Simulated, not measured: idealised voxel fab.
Name of the process module below: voxel spacer lines
FYI the section here is cut, 220 nm wide, cells are 5 nm squares.
Cross-section format: a grid of square cells, given as bands from top to bottom; each band is one or more rows of cells.
It is stipulated that each band's entry specify, in nanometres, the height of the top of the band and then that of its bottom, followed by the materials of the band in left-to-right sequence, each together with its width in nanometres. A single material marked by the word "all across" is understood to fill the band from edge to edge; the word "air" is understood to denote empty space.
Below 0: as-received wafer, all one material; heights counted from there. Lowest band: no bottom, goes on down, written "0 and below".
Note: "30 to 40" means the width goes from the first number (top row of the band) to the second number (bottom row) in equal steps per row of cells.
For the purposes of this document, the phrase "no modification" attached to a step denotes that no cell within the cross-section was modified by that step.
Empty spaces counting at least 8 cells and having no open way to the top are listed in "Closed void roster". The notation width x height at distance is used for each, the distance being from the left edge and all three values in nm.
Read whatever lies past the settings on a step's line as the simulator's own remark about the step.
For masked steps, "overlay nm" on the step line gives how far right of plan the mask actually lay; a minus sign means it lay to the left.

The planned process steps are enumerated hereunder:
1. op RECEIVE | material Si
2. op CONFORMAL_DEP | material Al2O3 | thk nm 5
3. op DIRECTIONAL_DEP | material W | thk nm 10
4. op DIRECTIONAL_DEP | material aC | thk nm 20
5. op PATTERN | tone cover | mask id MANDREL | material resist | width nm 15 | pitch nm 60 | thk nm 30 | overlay nm 0
6. op DIRECTIONAL_ETCH | etch materials aC | depth nm 20
7. op STRIP | etch materials resist
8. op CONFORMAL_DEP | material SiO2 | thk nm 15
9. op DIRECTIONAL_ETCH | etch materials SiO2 | depth nm 15
10. op STRIP | etch materials aC
11. op DIRECTIONAL_ETCH | etch materials W | depth nm 10
12. op STRIP | etch materials SiO2
13. op FILL_DEP | material SiO2 | thk nm 10
14. op CMP | height nm 15

Wafer cross-section on receipt, i.e. after step 1:
* 0 and below = Si all across
* Closed void roster: none

The first of two wafers, cross-sectioned at the end of the module, with the run proceeding as planned:
* 15 down to 5 = SiO2=55; W=15; SiO2=15; W=15; SiO2=15; W=15; SiO2=15; W=15; SiO2=60
* 5 down to 0 = Al2O3 all across
* 0 and below = Si all across
* Closed void roster: none

Wafer two, end of module, cross-section. Same start, same plan as wafer one. One mistake in the run:
* 15 down to 5 = SiO2=55; W=15; SiO2=15; W=15; SiO2=15; W=15; SiO2=15; W=15; SiO2=60
* 5 down to 0 = aC all across
* 0 and below = Si all across
* Closed void roster: none
What broke from the plan during processing? step 2 ran as: op CONFORMAL_DEP | material aC | thk nm 5
Heads up, by the end the second wafer has more or fewer cells of some materials compared to the first: Al2O3: 44 fewer, aC: 44 more
